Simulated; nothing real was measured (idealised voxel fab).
process module | voxel transistor to metal
cross-section cut | 195 nm wide | cells 5 nm
A cross-section is a grid of square cells, given in bands from the top down. A band is one or more rows of cells.
Each band's line starts with the height of the band's top and of its bottom, in nm. Then come its materials from left to right, each with its width in nm. One material with "throughout" fills the band from edge to edge. "air" is empty space.
Height 0 is the level under which the wafer as received is all one material. The lowest band goes on downwards, as in "0 down".
A width such as "30 to 40" changes by the same amount from each row of cells to the next, from the band's top row to its bottom row.
"no change" after a step means that no cell of the cross-section changed.
closed voids: empty space of 8 cells or more with no open way to the top, each as width x height at its distance from the left edge, in nm
after a step's settings: what the simulator itself notes on the step
overlay nm, on a step with a mask: how far to the right of its planned place the mask lay; to the left if negative
plan
1 op RECEIVE | material Si
2 op CONFORMAL_DEP | material SiO2 | thk nm 5
3 op CONFORMAL_DEP | material SiN | thk nm 10
4 op DIRECTIONAL_DEP | material aC | thk nm 15
5 op PATTERN | tone cover | mask id ACTIVE | material resist | width nm 105 | thk nm 35 | overlay nm 0
6 op DIRECTIONAL_ETCH | etch materials aC | depth nm 15
7 op STRIP | etch materials resist
8 op DIRECTIONAL_ETCH | etch materials SiN | depth nm 10
9 op DIRECTIONAL_ETCH | etch materials SiO2 | depth nm 5
10 op DIRECTIONAL_ETCH | etch materials Si | depth nm 25
11 op STRIP | etch materials aC
12 op OXIDIZE | depth nm 5
13 op FILL_DEP | material SiO2 | thk nm 10
14 op CMP | height nm 15
15 op SELECTIVE_ETCH | etch materials SiO2 | depth nm 5
16 op STRIP | etch materials SiN
17 op SELECTIVE_ETCH | etch materials SiO2 | depth nm 5
18 op OXIDIZE | depth nm 5
19 op DIRECTIONAL_DEP | material polySi | thk nm 20
20 op DIRECTIONAL_DEP | material SiCN | thk nm 15
21 op DIRECTIONAL_DEP | material aC | thk nm 10
22 op PATTERN | tone cover | mask id GATE | material resist | width nm 25 | thk nm 30 | overlay nm 0
23 op DIRECTIONAL_ETCH | etch materials aC | depth nm 10
24 op STRIP | etch materials resist
25 op DIRECTIONAL_ETCH | etch materials SiCN | depth nm 25
26 op DIRECTIONAL_ETCH | etch materials polySi | depth nm 30
27 op STRIP | etch materials aC
28 op CONFORMAL_DEP | material SiN | thk nm 5
29 op DIRECTIONAL_ETCH | etch materials SiN | depth nm 5
30 op DIRECTIONAL_ETCH | etch materials SiO2 | depth nm 5
31 op DIRECTIONAL_ETCH | etch materials Si | depth nm 10
32 op EPI | material SiGe | thk nm 15
33 op FILL_DEP | material SiO2 | thk nm 10
34 op CMP | height nm 20
35 op STRIP | etch materials polySi
36 op SELECTIVE_ETCH | etch materials SiO2 | depth nm 5
37 op CONFORMAL_DEP | material HfO2 | thk nm 5
38 op CONFORMAL_DEP | material TiN | thk nm 5
39 op FILL_DEP | material W | thk nm 10
40 op CMP | height nm 15
41 op DIRECTIONAL_DEP | material SiO2 | thk nm 10
42 op MASKED_ETCH | tone open | mask id CONTACT | width nm 15 | pitch nm 80 | etch materials SiO2 | depth nm 25 | overlay nm 0
43 op CONFORMAL_DEP | material TiN | thk nm 5
44 op FILL_DEP | material W | thk nm 5
45 op CMP | height nm 25
46 op DIRECTIONAL_DEP | material TiN | thk nm 5
47 op DIRECTIONAL_DEP | material W | thk nm 15
48 op DIRECTIONAL_DEP | material aC | thk nm 15
49 op PATTERN | tone cover | mask id METAL_1 | material resist | width nm 15 | pitch nm 80 | thk nm 35 | overlay nm 0
50 op DIRECTIONAL_ETCH | etch materials aC | depth nm 15
51 op STRIP | etch materials resist
52 op DIRECTIONAL_ETCH | etch materials W | depth nm 15
53 op DIRECTIONAL_ETCH | etch materials TiN | depth nm 5
54 op STRIP | etch materials aC
55 op FILL_DEP | material SiO2 | thk nm 10
56 op CMP | height nm 45
57 op CONFORMAL_DEP | material SiCN | thk nm 5
58 op DIRECTIONAL_DEP | material SiO2 | thk nm 30
59 op DIRECTIONAL_DEP | material aC | thk nm 15
60 op PATTERN | tone open | mask id METAL_2 | material resist | width nm 15 | pitch nm 80 | thk nm 35 | overlay nm 0
61 op DIRECTIONAL_ETCH | etch materials aC | depth nm 15
62 op STRIP | etch materials resist
63 op DIRECTIONAL_ETCH | etch materials SiO2 | depth nm 20
64 op STRIP | etch materials aC
65 op PATTERN | tone open | mask id METAL_2_HOLES | material resist | width nm 15 | pitch nm 80 | thk nm 15 | overlay nm 0
66 op DIRECTIONAL_ETCH | etch materials SiO2 | depth nm 10
67 op DIRECTIONAL_ETCH | etch materials SiCN | depth nm 5
68 op STRIP | etch materials resist
69 op CONFORMAL_DEP | material TiN | thk nm 5
70 op FILL_DEP | material Ru | thk nm 10
71 op CMP | height nm 80
72 op CONFORMAL_DEP | material SiCN | thk nm 5
as received, after step 1
  0 down: Si throughout
  closed voids: none
first wafer at the end, as planned
  85 to 80: SiCN throughout
  80 to 50: SiO2 50 | TiN 5 | Ru 5 | TiN 5 | SiO2 65 | TiN 5 | Ru 5 | TiN 5 | SiO2 50
  50 to 45: SiCN 50 | TiN 15 | SiCN 65 | TiN 15 | SiCN 50
  45 to 30: SiO2 50 | W 15 | SiO2 65 | W 15 | SiO2 50
  30 to 25: SiO2 50 | TiN 15 | SiO2 65 | TiN 15 | SiO2 50
  25 to 15: SiO2 50 | TiN 5 | W 5 | TiN 5 | SiO2 65 | TiN 5 | W 5 | TiN 5 | SiO2 50
  15 to 10: SiO2 50 | TiN 5 | W 5 | TiN 5 | SiO2 15 | SiN 5 | HfO2 5 | TiN 5 | W 5 | TiN 5 | HfO2 5 | SiN 5 | SiO2 15 | TiN 5 | W 5 | TiN 5 | SiO2 50
  10 to 5: SiO2 50 | TiN 5 | W 5 | TiN 5 | SiGe 15 | SiN 5 | HfO2 5 | TiN 5 | W 5 | TiN 5 | HfO2 5 | SiN 5 | SiGe 15 | TiN 5 | W 5 | TiN 5 | SiO2 50
  5 to 0: SiO2 40 | SiN 5 | SiO2 5 | TiN 15 | SiGe 15 | SiN 5 | HfO2 5 | TiN 15 | HfO2 5 | SiN 5 | SiGe 15 | TiN 15 | SiO2 5 | SiN 5 | SiO2 40
  0 to -5: SiO2 45 | SiGe 35 | HfO2 35 | SiGe 35 | SiO2 45
  -5 to -15: SiO2 50 | SiGe 30 | Si 35 | SiGe 30 | SiO2 50
  -15 to -30: SiO2 50 | Si 95 | SiO2 50
  -30 down: Si throughout
  closed voids: none
second wafer at the end: like start, like plan, one mistake
  85 to 80: SiCN throughout
  80 to 50: SiO2 50 | TiN 5 | Ru 5 | TiN 5 | SiO2 65 | TiN 5 | Ru 5 | TiN 5 | SiO2 50
  50 to 45: SiCN 50 | TiN 15 | SiCN 65 | TiN 15 | SiCN 50
  45 to 30: SiO2 50 | W 15 | SiO2 65 | W 15 | SiO2 50
  30 to 25: SiO2 50 | TiN 15 | SiO2 65 | TiN 15 | SiO2 50
  25 to 15: SiO2 50 | TiN 5 | W 5 | TiN 5 | SiO2 65 | TiN 5 | W 5 | TiN 5 | SiO2 50
  15 to 5: SiO2 50 | TiN 5 | W 5 | TiN 5 | SiO2 15 | SiN 5 | HfO2 5 | TiN 5 | W 5 | TiN 5 | HfO2 5 | SiN 5 | SiO2 15 | TiN 5 | W 5 | TiN 5 | SiO2 50
  5 to 0: SiO2 40 | SiN 5 | SiO2 5 | TiN 15 | SiO2 15 | SiN 5 | HfO2 5 | TiN 15 | HfO2 5 | SiN 5 | SiO2 15 | TiN 15 | SiO2 5 | SiN 5 | SiO2 40
  0 to -5: SiO2 75 | SiGe 5 | HfO2 35 | SiGe 5 | SiO2 75
  -5 to -15: SiO2 75 to 50 | SiGe 5 to 30 | Si 35 | SiGe 5 to 30 | SiO2 75 to 50
  -15 to -30: SiO2 50 | Si 95 | SiO2 50
  -30 down: Si throughout
  closed voids: none
what went wrong: step 32 ran as: op EPI | material SiGe | thk nm 5
at the end the second wafer has, in cells: 34 fewer of SiGe | 34 more of SiO2
